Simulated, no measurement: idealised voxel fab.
A process module follows: voxel transistor to metal.
In the cross-section labelled cut, the width is 210 nm and each square cell is 5 nm.
Cross-section = grid of square cells, listed top down in bands; band = one or more rows. The band entry comprises the height of the band's top followed by the height of its bottom, expressed in nm, and subsequently the band's materials from left to right, each stated together with its width in nm. Where a single material is marked with the word "all across", that material fills the band from edge to edge. The word "air" represents empty space. Height datum 0, below which the as-received substrate wafer is one material. Lowest band open at the bottom, running downward: "top 0, no bottom". A width given as "30 to 40" starts at the first number in the band's top row and ends at the second number in its bottom row, shifting by an equal amount at every step from row to row. "same as before" (step): cross-section cells unchanged, all of them. "Entrapped void list": empty spaces of 8 cells or more with no open way to the top, each given as width x height at distance, distance from the left edge, all in nm. Formally, on a step line, whatever follows the settings is a remark that the simulator itself makes on the step. When a step includes a mask, the "overlay nm" setting on its line states how far to the right of its planned place that mask lay, and negative values state how far to the left.

This section lists the process steps that were planned
1 op RECEIVE | material Si
2 op CONFORMAL_DEP | material SiO2 | thk nm 5
3 op CONFORMAL_DEP | material SiN | thk nm 10
4 op DIRECTIONAL_DEP | material aC | thk nm 15
5 op PATTERN | tone cover | mask id ACTIVE | material resist | width nm 105 | thk nm 30 | overlay nm 0
6 op DIRECTIONAL_ETCH | etch materials aC | depth nm 15
7 op STRIP | etch materials resist
8 op DIRECTIONAL_ETCH | etch materials SiN | depth nm 10
9 op DIRECTIONAL_ETCH | etch materials SiO2 | depth nm 5
10 op DIRECTIONAL_ETCH | etch materials Si | depth nm 35
11 op STRIP | etch materials aC
12 op OXIDIZE | depth nm 5
13 op FILL_DEP | material SiO2 | thk nm 5
14 op CMP | height nm 15
15 op SELECTIVE_ETCH | etch materials SiO2 | depth nm 10
16 op STRIP | etch materials SiN
17 op SELECTIVE_ETCH | etch materials SiO2 | depth nm 5
18 op OXIDIZE | depth nm 5
19 op DIRECTIONAL_DEP | material polySi | thk nm 30
20 op DIRECTIONAL_DEP | material SiCN | thk nm 15
21 op PATTERN | tone cover | mask id GATE | material resist | width nm 25 | thk nm 20 | overlay nm 0
22 op DIRECTIONAL_ETCH | etch materials SiCN | depth nm 25
23 op DIRECTIONAL_ETCH | etch materials polySi | depth nm 40
24 op STRIP | etch materials resist
25 op CONFORMAL_DEP | material SiN | thk nm 5
26 op DIRECTIONAL_ETCH | etch materials SiN | depth nm 5
27 op DIRECTIONAL_ETCH | etch materials SiO2 | depth nm 5
28 op EPI | material pSi | thk nm 5
29 op FILL_DEP | material SiO2 | thk nm 5
30 op CMP | height nm 30
31 op STRIP | etch materials polySi
32 op SELECTIVE_ETCH | etch materials SiO2 | depth nm 5
33 op CONFORMAL_DEP | material HfO2 | thk nm 5
34 op CONFORMAL_DEP | material TiN | thk nm 5
35 op FILL_DEP | material W | thk nm 10
36 op CMP | height nm 25
37 op DIRECTIONAL_DEP | material SiO2 | thk nm 15
38 op MASKED_ETCH | tone open | mask id CONTACT | width nm 15 | pitch nm 70 | etch materials SiO2 | depth nm 40 | overlay nm 0
39 op CONFORMAL_DEP | material TiN | thk nm 5
40 op FILL_DEP | material W | thk nm 10
41 op CMP | height nm 40
42 op DIRECTIONAL_DEP | material TiN | thk nm 5
43 op DIRECTIONAL_DEP | material Ru | thk nm 20
44 op MASKED_ETCH | tone cover | mask id METAL_1 | width nm 15 | pitch nm 70 | etch materials Ru | depth nm 20 | overlay nm 0
45 op MASKED_ETCH | tone cover | mask id METAL_1 | width nm 15 | pitch nm 70 | etch materials TiN | depth nm 5 | overlay nm 0
46 op FILL_DEP | material lowk | thk nm 5
47 op CMP | height nm 65
48 op CONFORMAL_DEP | material SiCN | thk nm 5

First wafer, as planned

Step 1 complete: cross-section of the wafer as received
  top 0, no bottom  Si all across
  Entrapped void list: none

Cross-section of the wafer subsequent to step 2
  top 5, bottom 0  SiO2 all across
  Below 0 it's all the same as before, nothing changed down there.

Cross-section of the wafer subsequent to step 3
  top 15, bottom 5  SiN all across
  Below 5 it's all the same as before, nothing changed down there.

Cross-section of the wafer subsequent to step 4
  top 30, bottom 15  aC all across
  Below 15 it's all the same as before, nothing changed down there.

Cross-section of the wafer subsequent to step 5
  top 60, bottom 30  50 nm air / 105 nm resist / 55 nm air
  Below 30 it's all the same as before, nothing changed down there.

Cross-section of the wafer subsequent to step 6
  top 45, bottom 30  50 nm air / 105 nm resist / 55 nm air
  top 30, bottom 15  50 nm air / 105 nm aC / 55 nm air
  Below 15 it's all the same as before, nothing changed down there.

Cross-section of the wafer subsequent to step 7
  top 30, bottom 15  50 nm air / 105 nm aC / 55 nm air
  Below 15 it's all the same as before, nothing changed down there.

Cross-section of the wafer subsequent to step 8
  top 30, bottom 15  50 nm air / 105 nm aC / 55 nm air
  top 15, bottom 5  50 nm air / 105 nm SiN / 55 nm air
  Below 5 it's all the same as before, nothing changed down there.

Cross-section of the wafer subsequent to step 9
  top 30, bottom 15  50 nm air / 105 nm aC / 55 nm air
  top 15, bottom 5  50 nm air / 105 nm SiN / 55 nm air
  top 5, bottom 0  50 nm air / 105 nm SiO2 / 55 nm air
  Below 0 it's all the same as before, nothing changed down there.

Cross-section of the wafer subsequent to step 10
  top 30, bottom 15  50 nm air / 105 nm aC / 55 nm air
  top 15, bottom 5  50 nm air / 105 nm SiN / 55 nm air
  top 5, bottom 0  50 nm air / 105 nm SiO2 / 55 nm air
  top 0, bottom -35  50 nm air / 105 nm Si / 55 nm air
  Below -35 it's all the same as before, nothing changed down there.

Cross-section of the wafer subsequent to step 11
  top 15, bottom 5  50 nm air / 105 nm SiN / 55 nm air
  Below 5 it's all the same as before, nothing changed down there.

Cross-section of the wafer subsequent to step 12
  top 15, bottom 5  50 nm air / 105 nm SiN / 55 nm air
  top 5, bottom 0  50 nm air / 105 nm SiO2 / 55 nm air
  top 0, bottom -35  50 nm air / 5 nm SiO2 / 95 nm Si / 5 nm SiO2 / 55 nm air
  top -35, bottom -40  55 nm SiO2 / 95 nm Si / 60 nm SiO2
  Below -40 it's all the same as before, nothing changed down there.

Cross-section of the wafer subsequent to step 13
  top 20, bottom 15  SiO2 all across
  top 15, bottom 5  50 nm SiO2 / 105 nm SiN / 55 nm SiO2
  top 5, bottom 0  SiO2 all across
  top 0, bottom -40  55 nm SiO2 / 95 nm Si / 60 nm SiO2
  Below -40 it's all the same as before, nothing changed down there.

Cross-section of the wafer subsequent to step 14
  top 15, bottom 5  50 nm SiO2 / 105 nm SiN / 55 nm SiO2
  Below 5 it's all the same as before, nothing changed down there.

Cross-section of the wafer subsequent to step 15
  top 15, bottom 5  50 nm air / 105 nm SiN / 55 nm air
  Below 5 it's all the same as before, nothing changed down there.

Cross-section of the wafer subsequent to step 16
  top 5, bottom 0  SiO2 all across
  Below 0 it's all the same as before, nothing changed down there.

Cross-section of the wafer subsequent to step 17
  top 0, bottom -40  55 nm SiO2 / 95 nm Si / 60 nm SiO2
  Below -40 it's all the same as before, nothing changed down there.

Cross-section of the wafer subsequent to step 18
  top 0, bottom -5  SiO2 all across
  Below -5 it's all the same as before, nothing changed down there.

Cross-section of the wafer subsequent to step 19
  top 30, bottom 0  polySi all across
  Below 0 it's all the same as before, nothing changed down there.

Cross-section of the wafer subsequent to step 20
  top 45, bottom 30  SiCN all across
  Below 30 it's all the same as before, nothing changed down there.

Cross-section of the wafer subsequent to step 21
  top 65, bottom 45  90 nm air / 25 nm resist / 95 nm air
  Below 45 it's all the same as before, nothing changed down there.

Cross-section of the wafer subsequent to step 22
  top 65, bottom 45  90 nm air / 25 nm resist / 95 nm air
  top 45, bottom 30  90 nm air / 25 nm SiCN / 95 nm air
  Below 30 it's all the same as before, nothing changed down there.

Cross-section of the wafer subsequent to step 23
  top 65, bottom 45  90 nm air / 25 nm resist / 95 nm air
  top 45, bottom 30  90 nm air / 25 nm SiCN / 95 nm air
  top 30, bottom 0  90 nm air / 25 nm polySi / 95 nm air
  Below 0 it's all the same as before, nothing changed down there.

Cross-section of the wafer subsequent to step 24
  top 45, bottom 30  90 nm air / 25 nm SiCN / 95 nm air
  Below 30 it's all the same as before, nothing changed down there.

Cross-section of the wafer subsequent to step 25
  top 50, bottom 45  85 nm air / 35 nm SiN / 90 nm air
  top 45, bottom 30  85 nm air / 5 nm SiN / 25 nm SiCN / 5 nm SiN / 90 nm air
  top 30, bottom 5  85 nm air / 5 nm SiN / 25 nm polySi / 5 nm SiN / 90 nm air
  top 5, bottom 0  90 nm SiN / 25 nm polySi / 95 nm SiN
  Below 0 it's all the same as before, nothing changed down there.

Cross-section of the wafer subsequent to step 26
  top 45, bottom 30  85 nm air / 5 nm SiN / 25 nm SiCN / 5 nm SiN / 90 nm air
  top 30, bottom 0  85 nm air / 5 nm SiN / 25 nm polySi / 5 nm SiN / 90 nm air
  Below 0 it's all the same as before, nothing changed down there.

Cross-section of the wafer subsequent to step 27
  top 45, bottom 30  85 nm air / 5 nm SiN / 25 nm SiCN / 5 nm SiN / 90 nm air
  top 30, bottom 0  85 nm air / 5 nm SiN / 25 nm polySi / 5 nm SiN / 90 nm air
  top 0, bottom -5  85 nm air / 35 nm SiO2 / 90 nm air
  Below -5 it's all the same as before, nothing changed down there.

Cross-section of the wafer subsequent to step 28
  top 45, bottom 30  85 nm air / 5 nm SiN / 25 nm SiCN / 5 nm SiN / 90 nm air
  top 30, bottom 0  85 nm air / 5 nm SiN / 25 nm polySi / 5 nm SiN / 90 nm air
  top 0, bottom -5  50 nm air / 35 nm pSi / 35 nm SiO2 / 35 nm pSi / 55 nm air
  Below -5 it's all the same as before, nothing changed down there.

Cross-section of the wafer subsequent to step 29
  top 50, bottom 45  SiO2 all across
  top 45, bottom 30  85 nm SiO2 / 5 nm SiN / 25 nm SiCN / 5 nm SiN / 90 nm SiO2
  top 30, bottom 0  85 nm SiO2 / 5 nm SiN / 25 nm polySi / 5 nm SiN / 90 nm SiO2
  top 0, bottom -5  50 nm SiO2 / 35 nm pSi / 35 nm SiO2 / 35 nm pSi / 55 nm SiO2
  Below -5 it's all the same as before, nothing changed down there.

Cross-section of the wafer subsequent to step 30
  top 30, bottom 0  85 nm SiO2 / 5 nm SiN / 25 nm polySi / 5 nm SiN / 90 nm SiO2
  Below 0 it's all the same as before, nothing changed down there.

Cross-section of the wafer subsequent to step 31
  top 30, bottom 0  85 nm SiO2 / 5 nm SiN / 25 nm air / 5 nm SiN / 90 nm SiO2
  Below 0 it's all the same as before, nothing changed down there.

Cross-section of the wafer subsequent to step 32
  top 30, bottom 25  85 nm air / 5 nm SiN / 25 nm air / 5 nm SiN / 90 nm air
  top 25, bottom 0  85 nm SiO2 / 5 nm SiN / 25 nm air / 5 nm SiN / 90 nm SiO2
  top 0, bottom -5  50 nm SiO2 / 35 nm pSi / 35 nm air / 35 nm pSi / 55 nm SiO2
  Below -5 it's all the same as before, nothing changed down there.

Cross-section of the wafer subsequent to step 33
  top 35, bottom 30  80 nm air / 15 nm HfO2 / 15 nm air / 15 nm HfO2 / 85 nm air
  top 30, bottom 25  85 nm HfO2 / 5 nm SiN / 5 nm HfO2 / 15 nm air / 5 nm HfO2 / 5 nm SiN / 90 nm HfO2
  top 25, bottom 0  85 nm SiO2 / 5 nm SiN / 5 nm HfO2 / 15 nm air / 5 nm HfO2 / 5 nm SiN / 90 nm SiO2
  top 0, bottom -5  50 nm SiO2 / 35 nm pSi / 35 nm HfO2 / 35 nm pSi / 55 nm SiO2
  Below -5 it's all the same as before, nothing changed down there.

Cross-section of the wafer subsequent to step 34
  top 40, bottom 35  75 nm air / 25 nm TiN / 5 nm air / 25 nm TiN / 80 nm air
  top 35, bottom 30  80 nm TiN / 15 nm HfO2 / 5 nm TiN / 5 nm air / 5 nm TiN / 15 nm HfO2 / 85 nm TiN
  top 30, bottom 25  85 nm HfO2 / 5 nm SiN / 5 nm HfO2 / 5 nm TiN / 5 nm air / 5 nm TiN / 5 nm HfO2 / 5 nm SiN / 90 nm HfO2
  top 25, bottom 5  85 nm SiO2 / 5 nm SiN / 5 nm HfO2 / 5 nm TiN / 5 nm air / 5 nm TiN / 5 nm HfO2 / 5 nm SiN / 90 nm SiO2
  top 5, bottom 0  85 nm SiO2 / 5 nm SiN / 5 nm HfO2 / 15 nm TiN / 5 nm HfO2 / 5 nm SiN / 90 nm SiO2
  Below 0 it's all the same as before, nothing changed down there.

Cross-section of the wafer subsequent to step 35
  top 50, bottom 40  W all across
  top 40, bottom 35  75 nm W / 25 nm TiN / 5 nm W / 25 nm TiN / 80 nm W
  top 35, bottom 30  80 nm TiN / 15 nm HfO2 / 5 nm TiN / 5 nm W / 5 nm TiN / 15 nm HfO2 / 85 nm TiN
  top 30, bottom 25  85 nm HfO2 / 5 nm SiN / 5 nm HfO2 / 5 nm TiN / 5 nm W / 5 nm TiN / 5 nm HfO2 / 5 nm SiN / 90 nm HfO2
  top 25, bottom 5  85 nm SiO2 / 5 nm SiN / 5 nm HfO2 / 5 nm TiN / 5 nm W / 5 nm TiN / 5 nm HfO2 / 5 nm SiN / 90 nm SiO2
  Below 5 it's all the same as before, nothing changed down there.

Cross-section of the wafer subsequent to step 36
  top 25, bottom 5  85 nm SiO2 / 5 nm SiN / 5 nm HfO2 / 5 nm TiN / 5 nm W / 5 nm TiN / 5 nm HfO2 / 5 nm SiN / 90 nm SiO2
  Below 5 it's all the same as before, nothing changed down there.

Cross-section of the wafer subsequent to step 37
  top 40, bottom 25  SiO2 all across
  Below 25 it's all the same as before, nothing changed down there.

Cross-section of the wafer subsequent to step 38
  top 40, bottom 25  60 nm SiO2 / 15 nm air / 55 nm SiO2 / 15 nm air / 65 nm SiO2
  top 25, bottom 5  60 nm SiO2 / 15 nm air / 10 nm SiO2 / 5 nm SiN / 5 nm HfO2 / 5 nm TiN / 5 nm W / 5 nm TiN / 5 nm HfO2 / 5 nm SiN / 10 nm SiO2 / 15 nm air / 65 nm SiO2
  top 5, bottom 0  60 nm SiO2 / 15 nm air / 10 nm SiO2 / 5 nm SiN / 5 nm HfO2 / 15 nm TiN / 5 nm HfO2 / 5 nm SiN / 10 nm SiO2 / 15 nm air / 65 nm SiO2
  Below 0 it's all the same as before, nothing changed down there.

Cross-section of the wafer subsequent to step 39
  top 45, bottom 40  65 nm TiN / 5 nm air / 65 nm TiN / 5 nm air / 70 nm TiN
  top 40, bottom 25  60 nm SiO2 / 5 nm TiN / 5 nm air / 5 nm TiN / 55 nm SiO2 / 5 nm TiN / 5 nm air / 5 nm TiN / 65 nm SiO2
  top 25, bottom 5  60 nm SiO2 / 5 nm TiN / 5 nm air / 5 nm TiN / 10 nm SiO2 / 5 nm SiN / 5 nm HfO2 / 5 nm TiN / 5 nm W / 5 nm TiN / 5 nm HfO2 / 5 nm SiN / 10 nm SiO2 / 5 nm TiN / 5 nm air / 5 nm TiN / 65 nm SiO2
  top 5, bottom 0  60 nm SiO2 / 15 nm TiN / 10 nm SiO2 / 5 nm SiN / 5 nm HfO2 / 15 nm TiN / 5 nm HfO2 / 5 nm SiN / 10 nm SiO2 / 15 nm TiN / 65 nm SiO2
  Below 0 it's all the same as before, nothing changed down there.

Cross-section of the wafer subsequent to step 40
  top 55, bottom 45  W all across
  top 45, bottom 40  65 nm TiN / 5 nm W / 65 nm TiN / 5 nm W / 70 nm TiN
  top 40, bottom 25  60 nm SiO2 / 5 nm TiN / 5 nm W / 5 nm TiN / 55 nm SiO2 / 5 nm TiN / 5 nm W / 5 nm TiN / 65 nm SiO2
  top 25, bottom 5  60 nm SiO2 / 5 nm TiN / 5 nm W / 5 nm TiN / 10 nm SiO2 / 5 nm SiN / 5 nm HfO2 / 5 nm TiN / 5 nm W / 5 nm TiN / 5 nm HfO2 / 5 nm SiN / 10 nm SiO2 / 5 nm TiN / 5 nm W / 5 nm TiN / 65 nm SiO2
  Below 5 it's all the same as before, nothing changed down there.

Cross-section of the wafer subsequent to step 41
  top 40, bottom 25  60 nm SiO2 / 5 nm TiN / 5 nm W / 5 nm TiN / 55 nm SiO2 / 5 nm TiN / 5 nm W / 5 nm TiN / 65 nm SiO2
  Below 25 it's all the same as before, nothing changed down there.

Cross-section of the wafer subsequent to step 42
  top 45, bottom 40  TiN all across
  Below 40 it's all the same as before, nothing changed down there.

Cross-section of the wafer subsequent to step 43
  top 65, bottom 45  Ru all across
  Below 45 it's all the same as before, nothing changed down there.

Cross-section of the wafer subsequent to step 44
  top 65, bottom 45  60 nm air / 15 nm Ru / 55 nm air / 15 nm Ru / 65 nm air
  Below 45 it's all the same as before, nothing changed down there.

Cross-section of the wafer subsequent to step 45
  top 65, bottom 45  60 nm air / 15 nm Ru / 55 nm air / 15 nm Ru / 65 nm air
  top 45, bottom 40  60 nm air / 15 nm TiN / 55 nm air / 15 nm TiN / 65 nm air
  Below 40 it's all the same as before, nothing changed down there.

Cross-section of the wafer subsequent to step 46
  top 70, bottom 65  lowk all across
  top 65, bottom 45  60 nm lowk / 15 nm Ru / 55 nm lowk / 15 nm Ru / 65 nm lowk
  top 45, bottom 40  60 nm lowk / 15 nm TiN / 55 nm lowk / 15 nm TiN / 65 nm lowk
  Below 40 it's all the same as before, nothing changed down there.

Cross-section of the wafer subsequent to step 47
  top 65, bottom 45  60 nm lowk / 15 nm Ru / 55 nm lowk / 15 nm Ru / 65 nm lowk
  Below 45 it's all the same as before, nothing changed down there.

Cross-section of the wafer subsequent to step 48
  top 70, bottom 65  SiCN all across
  Below 65 it's all the same as before, nothing changed down there.

The second wafer began exactly as the first did and followed the same plan, but one mistake was made while running it; through step 29 inclusive, the two wafers are identical

Second wafer, section view, time point: scheduled end of step 30
  top 20, bottom 0  85 nm SiO2 / 5 nm SiN / 25 nm polySi / 5 nm SiN / 90 nm SiO2
  Below 0 it's all the same as before, nothing changed down there.

Second wafer, section view, time point: scheduled end of step 31
  top 20, bottom 0  85 nm SiO2 / 5 nm SiN / 25 nm air / 5 nm SiN / 90 nm SiO2
  Below 0 it's all the same as before, nothing changed down there.

Second wafer, section view, time point: scheduled end of step 32
  top 20, bottom 15  85 nm air / 5 nm SiN / 25 nm air / 5 nm SiN / 90 nm air
  top 15, bottom 0  85 nm SiO2 / 5 nm SiN / 25 nm air / 5 nm SiN / 90 nm SiO2
  top 0, bottom -5  50 nm SiO2 / 35 nm pSi / 35 nm air / 35 nm pSi / 55 nm SiO2
  Below -5 it's all the same as before, nothing changed down there.

Second wafer, section view, time point: scheduled end of step 33
  top 25, bottom 20  80 nm air / 15 nm HfO2 / 15 nm air / 15 nm HfO2 / 85 nm air
  top 20, bottom 15  85 nm HfO2 / 5 nm SiN / 5 nm HfO2 / 15 nm air / 5 nm HfO2 / 5 nm SiN / 90 nm HfO2
  top 15, bottom 0  85 nm SiO2 / 5 nm SiN / 5 nm HfO2 / 15 nm air / 5 nm HfO2 / 5 nm SiN / 90 nm SiO2
  top 0, bottom -5  50 nm SiO2 / 35 nm pSi / 35 nm HfO2 / 35 nm pSi / 55 nm SiO2
  Below -5 it's all the same as before, nothing changed down there.

Second wafer, section view, time point: scheduled end of step 34
  top 30, bottom 25  75 nm air / 25 nm TiN / 5 nm air / 25 nm TiN / 80 nm air
  top 25, bottom 20  80 nm TiN / 15 nm HfO2 / 5 nm TiN / 5 nm air / 5 nm TiN / 15 nm HfO2 / 85 nm TiN
  top 20, bottom 15  85 nm HfO2 / 5 nm SiN / 5 nm HfO2 / 5 nm TiN / 5 nm air / 5 nm TiN / 5 nm HfO2 / 5 nm SiN / 90 nm HfO2
  top 15, bottom 5  85 nm SiO2 / 5 nm SiN / 5 nm HfO2 / 5 nm TiN / 5 nm air / 5 nm TiN / 5 nm HfO2 / 5 nm SiN / 90 nm SiO2
  top 5, bottom 0  85 nm SiO2 / 5 nm SiN / 5 nm HfO2 / 15 nm TiN / 5 nm HfO2 / 5 nm SiN / 90 nm SiO2
  Below 0 it's all the same as before, nothing changed down there.

Second wafer, section view, time point: scheduled end of step 35
  top 40, bottom 30  W all across
  top 30, bottom 25  75 nm W / 25 nm TiN / 5 nm W / 25 nm TiN / 80 nm W
  top 25, bottom 20  80 nm TiN / 15 nm HfO2 / 5 nm TiN / 5 nm W / 5 nm TiN / 15 nm HfO2 / 85 nm TiN
  top 20, bottom 15  85 nm HfO2 / 5 nm SiN / 5 nm HfO2 / 5 nm TiN / 5 nm W / 5 nm TiN / 5 nm HfO2 / 5 nm SiN / 90 nm HfO2
  top 15, bottom 5  85 nm SiO2 / 5 nm SiN / 5 nm HfO2 / 5 nm TiN / 5 nm W / 5 nm TiN / 5 nm HfO2 / 5 nm SiN / 90 nm SiO2
  Below 5 it's all the same as before, nothing changed down there.

Second wafer, section view, time point: scheduled end of step 36
  top 25, bottom 20  80 nm TiN / 15 nm HfO2 / 5 nm TiN / 5 nm W / 5 nm TiN / 15 nm HfO2 / 85 nm TiN
  Below 20 it's all the same as before, nothing changed down there.

Second wafer, section view, time point: scheduled end of step 37
  top 40, bottom 25  SiO2 all across
  Below 25 it's all the same as before, nothing changed down there.

Second wafer, section view, time point: scheduled end of step 38
  top 40, bottom 25  60 nm SiO2 / 15 nm air / 55 nm SiO2 / 15 nm air / 65 nm SiO2
  Below 25 it's all the same as before, nothing changed down there.

Second wafer, section view, time point: scheduled end of step 39
  top 45, bottom 40  65 nm TiN / 5 nm air / 65 nm TiN / 5 nm air / 70 nm TiN
  top 40, bottom 30  60 nm SiO2 / 5 nm TiN / 5 nm air / 5 nm TiN / 55 nm SiO2 / 5 nm TiN / 5 nm air / 5 nm TiN / 65 nm SiO2
  top 30, bottom 25  60 nm SiO2 / 15 nm TiN / 55 nm SiO2 / 15 nm TiN / 65 nm SiO2
  Below 25 it's all the same as before, nothing changed down there.

Second wafer, section view, time point: scheduled end of step 40
  top 55, bottom 45  W all across
  top 45, bottom 40  65 nm TiN / 5 nm W / 65 nm TiN / 5 nm W / 70 nm TiN
  top 40, bottom 30  60 nm SiO2 / 5 nm TiN / 5 nm W / 5 nm TiN / 55 nm SiO2 / 5 nm TiN / 5 nm W / 5 nm TiN / 65 nm SiO2
  Below 30 it's all the same as before, nothing changed down there.

Second wafer, section view, time point: scheduled end of step 41
  top 40, bottom 30  60 nm SiO2 / 5 nm TiN / 5 nm W / 5 nm TiN / 55 nm SiO2 / 5 nm TiN / 5 nm W / 5 nm TiN / 65 nm SiO2
  Below 30 it's all the same as before, nothing changed down there.

Second wafer, section view, time point: scheduled end of step 42
  top 45, bottom 40  TiN all across
  Below 40 it's all the same as before, nothing changed down there.

Second wafer, section view, time point: scheduled end of step 43
  top 65, bottom 45  Ru all across
  Below 45 it's all the same as before, nothing changed down there.

Second wafer, section view, time point: scheduled end of step 44
  top 65, bottom 45  60 nm air / 15 nm Ru / 55 nm air / 15 nm Ru / 65 nm air
  Below 45 it's all the same as before, nothing changed down there.

Second wafer, section view, time point: scheduled end of step 45
  top 65, bottom 45  60 nm air / 15 nm Ru / 55 nm air / 15 nm Ru / 65 nm air
  top 45, bottom 40  60 nm air / 15 nm TiN / 55 nm air / 15 nm TiN / 65 nm air
  Below 40 it's all the same as before, nothing changed down there.

Second wafer, section view, time point: scheduled end of step 46
  top 70, bottom 65  lowk all across
  top 65, bottom 45  60 nm lowk / 15 nm Ru / 55 nm lowk / 15 nm Ru / 65 nm lowk
  top 45, bottom 40  60 nm lowk / 15 nm TiN / 55 nm lowk / 15 nm TiN / 65 nm lowk
  Below 40 it's all the same as before, nothing changed down there.

Second wafer, section view, time point: scheduled end of step 47
  top 65, bottom 45  60 nm lowk / 15 nm Ru / 55 nm lowk / 15 nm Ru / 65 nm lowk
  Below 45 it's all the same as before, nothing changed down there.

Second wafer, section view, time point: scheduled end of step 48
  top 70, bottom 65  SiCN all across
  Below 65 it's all the same as before, nothing changed down there.
Diagnosis: step 30 ran differently from the plan; actual operation with settings: op CMP | height nm 20
Heads up, by the end the second wafer has more or fewer cells of some materials compared to the first: HfO2 +39, SiN -2, SiO2 -40, TiN +13, W -10
